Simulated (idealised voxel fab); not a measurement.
process module | voxel transistor to metal
cross-section cut | 150 nm wide | cells 5 nm
A cross-section is a grid of square cells, given in bands from the top down. A band is one or more rows of cells.
Each band's line starts with the height of the band's top and of its bottom, in nm. Then come its materials from left to right, each with its width in nm. One material with "throughout" fills the band from edge to edge. "air" is empty space.
Height 0 is the level under which the wafer as received is all one material. The lowest band goes on downwards, as in "0 down".
A width such as "30 to 40" changes by the same amount from each row of cells to the next, from the band's top row to its bottom row.
"no change" after a step means that no cell of the cross-section changed.
closed voids: empty space of 8 cells or more with no open way to the top, each as width x height at its distance from the left edge, in nm
after a step's settings: what the simulator itself notes on the step
overlay nm, on a step with a mask: how far to the right of its planned place the mask lay; to the left if negative
plan
1 op RECEIVE | material Si
2 op OXIDIZE | depth nm 5
3 op CONFORMAL_DEP | material SiN | thk nm 15
4 op PATTERN | tone cover | mask id ACTIVE | material resist | width nm 90 | thk nm 20 | overlay nm 0
5 op DIRECTIONAL_ETCH | etch materials SiN | depth nm 15
6 op DIRECTIONAL_ETCH | etch materials SiO2 | depth nm 5
7 op DIRECTIONAL_ETCH | etch materials Si | depth nm 25
8 op STRIP | etch materials resist
9 op FILL_DEP | material SiO2 | thk nm 5
10 op CMP | height nm 15
11 op SELECTIVE_ETCH | etch materials SiO2 | depth nm 15
12 op STRIP | etch materials SiN
13 op SELECTIVE_ETCH | etch materials SiO2 | depth nm 5
14 op OXIDIZE | depth nm 5
15 op DIRECTIONAL_DEP | material polySi | thk nm 25
16 op DIRECTIONAL_DEP | material SiCN | thk nm 15
17 op MASKED_ETCH | tone cover | mask id GATE | width nm 20 | etch materials SiCN | depth nm 25 | overlay nm 0
18 op MASKED_ETCH | tone cover | mask id GATE | width nm 20 | etch materials polySi | depth nm 35 | overlay nm 0
19 op CONFORMAL_DEP | material SiN | thk nm 10
20 op DIRECTIONAL_ETCH | etch materials SiN | depth nm 10
21 op DIRECTIONAL_ETCH | etch materials SiO2 | depth nm 5
22 op DIRECTIONAL_ETCH | etch materials Si | depth nm 5
23 op EPI | material SiGe | thk nm 10
24 op FILL_DEP | material SiO2 | thk nm 5
25 op CMP | height nm 35
26 op DIRECTIONAL_DEP | material SiO2 | thk nm 15
27 op PATTERN | tone open | mask id CONTACT | material resist | width nm 15 | pitch nm 65 | thk nm 20 | overlay nm 0
28 op DIRECTIONAL_ETCH | etch materials SiO2 | depth nm 55
29 op STRIP | etch materials resist
30 op CONFORMAL_DEP | material TiN | thk nm 5
31 op FILL_DEP | material W | thk nm 10
32 op CMP | height nm 50
33 op DIRECTIONAL_DEP | material TiN | thk nm 5
34 op DIRECTIONAL_DEP | material Ru | thk nm 25
35 op DIRECTIONAL_DEP | material aC | thk nm 10
36 op PATTERN | tone cover | mask id METAL_1 | material resist | width nm 15 | pitch nm 65 | thk nm 25 | overlay nm 0
37 op DIRECTIONAL_ETCH | etch materials aC | depth nm 10
38 op STRIP | etch materials resist
39 op DIRECTIONAL_ETCH | etch materials Ru | depth nm 25
40 op DIRECTIONAL_ETCH | etch materials TiN | depth nm 5
41 op STRIP | etch materials aC
42 op CONFORMAL_DEP | material SiN | thk nm 5
43 op FILL_DEP | material SiO2 | thk nm 5
44 op CMP | height nm 80
45 op CONFORMAL_DEP | material SiCN | thk nm 5
46 op DIRECTIONAL_DEP | material SiO2 | thk nm 35
47 op PATTERN | tone open | mask id METAL_2 | material resist | width nm 15 | pitch nm 65 | thk nm 20 | overlay nm 0
48 op DIRECTIONAL_ETCH | etch materials SiO2 | depth nm 20
49 op STRIP | etch materials resist
50 op PATTERN | tone open | mask id METAL_2_HOLES | material resist | width nm 15 | pitch nm 65 | thk nm 20 | overlay nm 0
51 op DIRECTIONAL_ETCH | etch materials SiO2 | depth nm 15
52 op DIRECTIONAL_ETCH | etch materials SiCN | depth nm 5
53 op STRIP | etch materials resist
54 op CONFORMAL_DEP | material TiN | thk nm 5
55 op FILL_DEP | material Ru | thk nm 10
56 op CMP | height nm 120
57 op CONFORMAL_DEP | material SiN | thk nm 5
first wafer, as planned
as received, after step 1
  0 down: Si throughout
  closed voids: none
after step 2
  0 to -5: SiO2 throughout
  below -5: unchanged
after step 3
  15 to 0: SiN throughout
  below 0: unchanged
after step 4
  35 to 15: air 30 | resist 90 | air 30
  below 15: unchanged
after step 5
  35 to 15: air 30 | resist 90 | air 30
  15 to 0: air 30 | SiN 90 | air 30
  below 0: unchanged
after step 6
  35 to 15: air 30 | resist 90 | air 30
  15 to 0: air 30 | SiN 90 | air 30
  0 to -5: air 30 | SiO2 90 | air 30
  below -5: unchanged
after step 7
  35 to 15: air 30 | resist 90 | air 30
  15 to 0: air 30 | SiN 90 | air 30
  0 to -5: air 30 | SiO2 90 | air 30
  -5 to -30: air 30 | Si 90 | air 30
  below -30: unchanged
after step 8
  15 to 0: air 30 | SiN 90 | air 30
  below 0: unchanged
after step 9
  20 to 15: SiO2 throughout
  15 to 0: SiO2 30 | SiN 90 | SiO2 30
  0 to -5: SiO2 throughout
  -5 to -30: SiO2 30 | Si 90 | SiO2 30
  below -30: unchanged
after step 10
  15 to 0: SiO2 30 | SiN 90 | SiO2 30
  below 0: unchanged
after step 11
  15 to 0: air 30 | SiN 90 | air 30
  below 0: unchanged
after step 12
  0 to -5: SiO2 throughout
  below -5: unchanged
after step 13
  -5 to -30: SiO2 30 | Si 90 | SiO2 30
  below -30: unchanged
after step 14
  -5 to -10: SiO2 throughout
  below -10: unchanged
after step 15
  20 to -5: polySi throughout
  below -5: unchanged
after step 16
  35 to 20: SiCN throughout
  below 20: unchanged
after step 17
  35 to 20: air 65 | SiCN 20 | air 65
  below 20: unchanged
after step 18
  35 to 20: air 65 | SiCN 20 | air 65
  20 to -5: air 65 | polySi 20 | air 65
  below -5: unchanged
after step 19
  45 to 35: air 55 | SiN 40 | air 55
  35 to 20: air 55 | SiN 10 | SiCN 20 | SiN 10 | air 55
  20 to 5: air 55 | SiN 10 | polySi 20 | SiN 10 | air 55
  5 to -5: SiN 65 | polySi 20 | SiN 65
  below -5: unchanged
after step 20
  35 to 20: air 55 | SiN 10 | SiCN 20 | SiN 10 | air 55
  20 to -5: air 55 | SiN 10 | polySi 20 | SiN 10 | air 55
  below -5: unchanged
after step 21
  35 to 20: air 55 | SiN 10 | SiCN 20 | SiN 10 | air 55
  20 to -5: air 55 | SiN 10 | polySi 20 | SiN 10 | air 55
  -5 to -10: air 55 | SiO2 40 | air 55
  below -10: unchanged
after step 22
  35 to 20: air 55 | SiN 10 | SiCN 20 | SiN 10 | air 55
  20 to -5: air 55 | SiN 10 | polySi 20 | SiN 10 | air 55
  -5 to -10: air 55 | SiO2 40 | air 55
  -10 to -15: SiO2 30 | air 25 | Si 40 | air 25 | SiO2 30
  below -15: unchanged
after step 23
  35 to 20: air 55 | SiN 10 | SiCN 20 | SiN 10 | air 55
  20 to 0: air 55 | SiN 10 | polySi 20 | SiN 10 | air 55
  0 to -5: air 45 | SiGe 10 | SiN 10 | polySi 20 | SiN 10 | SiGe 10 | air 45
  -5 to -10: air 25 | SiGe 30 | SiO2 40 | SiGe 30 | air 25
  -10 to -15: SiO2 30 | SiGe 25 | Si 40 | SiGe 25 | SiO2 30
  below -15: unchanged
after step 24
  40 to 35: SiO2 throughout
  35 to 20: SiO2 55 | SiN 10 | SiCN 20 | SiN 10 | SiO2 55
  20 to 0: SiO2 55 | SiN 10 | polySi 20 | SiN 10 | SiO2 55
  0 to -5: SiO2 45 | SiGe 10 | SiN 10 | polySi 20 | SiN 10 | SiGe 10 | SiO2 45
  -5 to -10: SiO2 25 | SiGe 30 | SiO2 40 | SiGe 30 | SiO2 25
  below -10: unchanged
after step 25
  35 to 20: SiO2 55 | SiN 10 | SiCN 20 | SiN 10 | SiO2 55
  below 20: unchanged
after step 26
  50 to 35: SiO2 throughout
  below 35: unchanged
after step 27
  70 to 50: resist 35 | air 15 | resist 50 | air 15 | resist 35
  below 50: unchanged
after step 28
  70 to 50: resist 35 | air 15 | resist 50 | air 15 | resist 35
  50 to 35: SiO2 35 | air 15 | SiO2 50 | air 15 | SiO2 35
  35 to 20: SiO2 35 | air 15 | SiO2 5 | SiN 10 | SiCN 20 | SiN 10 | SiO2 5 | air 15 | SiO2 35
  20 to 0: SiO2 35 | air 15 | SiO2 5 | SiN 10 | polySi 20 | SiN 10 | SiO2 5 | air 15 | SiO2 35
  0 to -5: SiO2 35 | air 10 | SiGe 10 | SiN 10 | polySi 20 | SiN 10 | SiGe 10 | air 10 | SiO2 35
  below -5: unchanged
after step 29
  50 to 35: SiO2 35 | air 15 | SiO2 50 | air 15 | SiO2 35
  below 35: unchanged
after step 30
  55 to 50: TiN 40 | air 5 | TiN 60 | air 5 | TiN 40
  50 to 35: SiO2 35 | TiN 5 | air 5 | TiN 5 | SiO2 50 | TiN 5 | air 5 | TiN 5 | SiO2 35
  35 to 20: SiO2 35 | TiN 5 | air 5 | TiN 5 | SiO2 5 | SiN 10 | SiCN 20 | SiN 10 | SiO2 5 | TiN 5 | air 5 | TiN 5 | SiO2 35
  20 to 5: SiO2 35 | TiN 5 | air 5 | TiN 5 | SiO2 5 | SiN 10 | polySi 20 | SiN 10 | SiO2 5 | TiN 5 | air 5 | TiN 5 | SiO2 35
  5 to 0: SiO2 35 | TiN 15 | SiO2 5 | SiN 10 | polySi 20 | SiN 10 | SiO2 5 | TiN 15 | SiO2 35
  0 to -5: SiO2 35 | TiN 10 | SiGe 10 | SiN 10 | polySi 20 | SiN 10 | SiGe 10 | TiN 10 | SiO2 35
  below -5: unchanged
after step 31
  65 to 55: W throughout
  55 to 50: TiN 40 | W 5 | TiN 60 | W 5 | TiN 40
  50 to 35: SiO2 35 | TiN 5 | W 5 | TiN 5 | SiO2 50 | TiN 5 | W 5 | TiN 5 | SiO2 35
  35 to 20: SiO2 35 | TiN 5 | W 5 | TiN 5 | SiO2 5 | SiN 10 | SiCN 20 | SiN 10 | SiO2 5 | TiN 5 | W 5 | TiN 5 | SiO2 35
  20 to 5: SiO2 35 | TiN 5 | W 5 | TiN 5 | SiO2 5 | SiN 10 | polySi 20 | SiN 10 | SiO2 5 | TiN 5 | W 5 | TiN 5 | SiO2 35
  below 5: unchanged
after step 32
  50 to 35: SiO2 35 | TiN 5 | W 5 | TiN 5 | SiO2 50 | TiN 5 | W 5 | TiN 5 | SiO2 35
  below 35: unchanged
after step 33
  55 to 50: TiN throughout
  below 50: unchanged
after step 34
  80 to 55: Ru throughout
  below 55: unchanged
after step 35
  90 to 80: aC throughout
  below 80: unchanged
after step 36
  115 to 90: air 35 | resist 15 | air 50 | resist 15 | air 35
  below 90: unchanged
after step 37
  105 to 90: air 35 | resist 15 | air 50 | resist 15 | air 35
  90 to 80: air 35 | aC 15 | air 50 | aC 15 | air 35
  below 80: unchanged
after step 38
  90 to 80: air 35 | aC 15 | air 50 | aC 15 | air 35
  below 80: unchanged
after step 39
  90 to 80: air 35 | aC 15 | air 50 | aC 15 | air 35
  80 to 55: air 35 | Ru 15 | air 50 | Ru 15 | air 35
  below 55: unchanged
after step 40
  90 to 80: air 35 | aC 15 | air 50 | aC 15 | air 35
  80 to 55: air 35 | Ru 15 | air 50 | Ru 15 | air 35
  55 to 50: air 35 | TiN 15 | air 50 | TiN 15 | air 35
  below 50: unchanged
after step 41
  80 to 55: air 35 | Ru 15 | air 50 | Ru 15 | air 35
  below 55: unchanged
after step 42
  85 to 80: air 30 | SiN 25 | air 40 | SiN 25 | air 30
  80 to 55: air 30 | SiN 5 | Ru 15 | SiN 5 | air 40 | SiN 5 | Ru 15 | SiN 5 | air 30
  55 to 50: SiN 35 | TiN 15 | SiN 50 | TiN 15 | SiN 35
  below 50: unchanged
after step 43
  90 to 85: SiO2 throughout
  85 to 80: SiO2 30 | SiN 25 | SiO2 40 | SiN 25 | SiO2 30
  80 to 55: SiO2 30 | SiN 5 | Ru 15 | SiN 5 | SiO2 40 | SiN 5 | Ru 15 | SiN 5 | SiO2 30
  below 55: unchanged
after step 44
  80 to 55: SiO2 30 | SiN 5 | Ru 15 | SiN 5 | SiO2 40 | SiN 5 | Ru 15 | SiN 5 | SiO2 30
  below 55: unchanged
after step 45
  85 to 80: SiCN throughout
  below 80: unchanged
after step 46
  120 to 85: SiO2 throughout
  below 85: unchanged
after step 47
  140 to 120: resist 35 | air 15 | resist 50 | air 15 | resist 35
  below 120: unchanged
after step 48
  140 to 120: resist 35 | air 15 | resist 50 | air 15 | resist 35
  120 to 100: SiO2 35 | air 15 | SiO2 50 | air 15 | SiO2 35
  below 100: unchanged
after step 49
  120 to 100: SiO2 35 | air 15 | SiO2 50 | air 15 | SiO2 35
  below 100: unchanged
after step 50
  140 to 120: resist 35 | air 15 | resist 50 | air 15 | resist 35
  below 120: unchanged
after step 51
  140 to 120: resist 35 | air 15 | resist 50 | air 15 | resist 35
  120 to 85: SiO2 35 | air 15 | SiO2 50 | air 15 | SiO2 35
  below 85: unchanged
after step 52
  140 to 120: resist 35 | air 15 | resist 50 | air 15 | resist 35
  120 to 85: SiO2 35 | air 15 | SiO2 50 | air 15 | SiO2 35
  85 to 80: SiCN 35 | air 15 | SiCN 50 | air 15 | SiCN 35
  below 80: unchanged
after step 53
  120 to 85: SiO2 35 | air 15 | SiO2 50 | air 15 | SiO2 35
  below 85: unchanged
after step 54
  125 to 120: TiN 40 | air 5 | TiN 60 | air 5 | TiN 40
  120 to 85: SiO2 35 | TiN 5 | air 5 | TiN 5 | SiO2 50 | TiN 5 | air 5 | TiN 5 | SiO2 35
  85 to 80: SiCN 35 | TiN 15 | SiCN 50 | TiN 15 | SiCN 35
  below 80: unchanged
after step 55
  135 to 125: Ru throughout
  125 to 120: TiN 40 | Ru 5 | TiN 60 | Ru 5 | TiN 40
  120 to 85: SiO2 35 | TiN 5 | Ru 5 | TiN 5 | SiO2 50 | TiN 5 | Ru 5 | TiN 5 | SiO2 35
  below 85: unchanged
after step 56
  120 to 85: SiO2 35 | TiN 5 | Ru 5 | TiN 5 | SiO2 50 | TiN 5 | Ru 5 | TiN 5 | SiO2 35
  below 85: unchanged
after step 57
  125 to 120: SiN throughout
  below 120: unchanged
second wafer: like start, like plan, one mistake. Through step 25 it matches the first wafer
when step 26 should have ended
  40 to 35: SiO2 throughout
  below 35: unchanged
when step 27 should have ended
  60 to 40: resist 35 | air 15 | resist 50 | air 15 | resist 35
  below 40: unchanged
when step 28 should have ended
  60 to 40: resist 35 | air 15 | resist 50 | air 15 | resist 35
  40 to 35: SiO2 35 | air 15 | SiO2 50 | air 15 | SiO2 35
  35 to 20: SiO2 35 | air 15 | SiO2 5 | SiN 10 | SiCN 20 | SiN 10 | SiO2 5 | air 15 | SiO2 35
  20 to 0: SiO2 35 | air 15 | SiO2 5 | SiN 10 | polySi 20 | SiN 10 | SiO2 5 | air 15 | SiO2 35
  0 to -5: SiO2 35 | air 10 | SiGe 10 | SiN 10 | polySi 20 | SiN 10 | SiGe 10 | air 10 | SiO2 35
  below -5: unchanged
when step 29 should have ended
  40 to 35: SiO2 35 | air 15 | SiO2 50 | air 15 | SiO2 35
  below 35: unchanged
when step 30 should have ended
  45 to 40: TiN 40 | air 5 | TiN 60 | air 5 | TiN 40
  40 to 35: SiO2 35 | TiN 5 | air 5 | TiN 5 | SiO2 50 | TiN 5 | air 5 | TiN 5 | SiO2 35
  35 to 20: SiO2 35 | TiN 5 | air 5 | TiN 5 | SiO2 5 | SiN 10 | SiCN 20 | SiN 10 | SiO2 5 | TiN 5 | air 5 | TiN 5 | SiO2 35
  20 to 5: SiO2 35 | TiN 5 | air 5 | TiN 5 | SiO2 5 | SiN 10 | polySi 20 | SiN 10 | SiO2 5 | TiN 5 | air 5 | TiN 5 | SiO2 35
  5 to 0: SiO2 35 | TiN 15 | SiO2 5 | SiN 10 | polySi 20 | SiN 10 | SiO2 5 | TiN 15 | SiO2 35
  0 to -5: SiO2 35 | TiN 10 | SiGe 10 | SiN 10 | polySi 20 | SiN 10 | SiGe 10 | TiN 10 | SiO2 35
  below -5: unchanged
when step 31 should have ended
  55 to 45: W throughout
  45 to 40: TiN 40 | W 5 | TiN 60 | W 5 | TiN 40
  40 to 35: SiO2 35 | TiN 5 | W 5 | TiN 5 | SiO2 50 | TiN 5 | W 5 | TiN 5 | SiO2 35
  35 to 20: SiO2 35 | TiN 5 | W 5 | TiN 5 | SiO2 5 | SiN 10 | SiCN 20 | SiN 10 | SiO2 5 | TiN 5 | W 5 | TiN 5 | SiO2 35
  20 to 5: SiO2 35 | TiN 5 | W 5 | TiN 5 | SiO2 5 | SiN 10 | polySi 20 | SiN 10 | SiO2 5 | TiN 5 | W 5 | TiN 5 | SiO2 35
  below 5: unchanged
when step 32 should have ended
  50 to 45: W throughout
  below 45: unchanged
when step 33 should have ended
  55 to 50: TiN throughout
  below 50: unchanged
when step 34 should have ended
  80 to 55: Ru throughout
  below 55: unchanged
when step 35 should have ended
  90 to 80: aC throughout
  below 80: unchanged
when step 36 should have ended
  115 to 90: air 35 | resist 15 | air 50 | resist 15 | air 35
  below 90: unchanged
when step 37 should have ended
  105 to 90: air 35 | resist 15 | air 50 | resist 15 | air 35
  90 to 80: air 35 | aC 15 | air 50 | aC 15 | air 35
  below 80: unchanged
when step 38 should have ended
  90 to 80: air 35 | aC 15 | air 50 | aC 15 | air 35
  below 80: unchanged
when step 39 should have ended
  90 to 80: air 35 | aC 15 | air 50 | aC 15 | air 35
  80 to 55: air 35 | Ru 15 | air 50 | Ru 15 | air 35
  below 55: unchanged
when step 40 should have ended
  90 to 80: air 35 | aC 15 | air 50 | aC 15 | air 35
  80 to 55: air 35 | Ru 15 | air 50 | Ru 15 | air 35
  55 to 50: air 35 | TiN 15 | air 50 | TiN 15 | air 35
  below 50: unchanged
when step 41 should have ended
  80 to 55: air 35 | Ru 15 | air 50 | Ru 15 | air 35
  below 55: unchanged
when step 42 should have ended
  85 to 80: air 30 | SiN 25 | air 40 | SiN 25 | air 30
  80 to 55: air 30 | SiN 5 | Ru 15 | SiN 5 | air 40 | SiN 5 | Ru 15 | SiN 5 | air 30
  55 to 50: SiN 35 | TiN 15 | SiN 50 | TiN 15 | SiN 35
  below 50: unchanged
when step 43 should have ended
  90 to 85: SiO2 throughout
  85 to 80: SiO2 30 | SiN 25 | SiO2 40 | SiN 25 | SiO2 30
  80 to 55: SiO2 30 | SiN 5 | Ru 15 | SiN 5 | SiO2 40 | SiN 5 | Ru 15 | SiN 5 | SiO2 30
  below 55: unchanged
when step 44 should have ended
  80 to 55: SiO2 30 | SiN 5 | Ru 15 | SiN 5 | SiO2 40 | SiN 5 | Ru 15 | SiN 5 | SiO2 30
  below 55: unchanged
when step 45 should have ended
  85 to 80: SiCN throughout
  below 80: unchanged
when step 46 should have ended
  120 to 85: SiO2 throughout
  below 85: unchanged
when step 47 should have ended
  140 to 120: resist 35 | air 15 | resist 50 | air 15 | resist 35
  below 120: unchanged
when step 48 should have ended
  140 to 120: resist 35 | air 15 | resist 50 | air 15 | resist 35
  120 to 100: SiO2 35 | air 15 | SiO2 50 | air 15 | SiO2 35
  below 100: unchanged
when step 49 should have ended
  120 to 100: SiO2 35 | air 15 | SiO2 50 | air 15 | SiO2 35
  below 100: unchanged
when step 50 should have ended
  140 to 120: resist 35 | air 15 | resist 50 | air 15 | resist 35
  below 120: unchanged
when step 51 should have ended
  140 to 120: resist 35 | air 15 | resist 50 | air 15 | resist 35
  120 to 85: SiO2 35 | air 15 | SiO2 50 | air 15 | SiO2 35
  below 85: unchanged
when step 52 should have ended
  140 to 120: resist 35 | air 15 | resist 50 | air 15 | resist 35
  120 to 85: SiO2 35 | air 15 | SiO2 50 | air 15 | SiO2 35
  85 to 80: SiCN 35 | air 15 | SiCN 50 | air 15 | SiCN 35
  below 80: unchanged
when step 53 should have ended
  120 to 85: SiO2 35 | air 15 | SiO2 50 | air 15 | SiO2 35
  below 85: unchanged
when step 54 should have ended
  125 to 120: TiN 40 | air 5 | TiN 60 | air 5 | TiN 40
  120 to 85: SiO2 35 | TiN 5 | air 5 | TiN 5 | SiO2 50 | TiN 5 | air 5 | TiN 5 | SiO2 35
  85 to 80: SiCN 35 | TiN 15 | SiCN 50 | TiN 15 | SiCN 35
  below 80: unchanged
when step 55 should have ended
  135 to 125: Ru throughout
  125 to 120: TiN 40 | Ru 5 | TiN 60 | Ru 5 | TiN 40
  120 to 85: SiO2 35 | TiN 5 | Ru 5 | TiN 5 | SiO2 50 | TiN 5 | Ru 5 | TiN 5 | SiO2 35
  below 85: unchanged
when step 56 should have ended
  120 to 85: SiO2 35 | TiN 5 | Ru 5 | TiN 5 | SiO2 50 | TiN 5 | Ru 5 | TiN 5 | SiO2 35
  below 85: unchanged
when step 57 should have ended
  125 to 120: SiN throughout
  below 120: unchanged
what went wrong: step 26 ran as: op DIRECTIONAL_DEP | material SiO2 | thk nm 5
at the end the second wafer has, in cells: 48 fewer of SiO2 | 20 more of TiN | 28 more of W
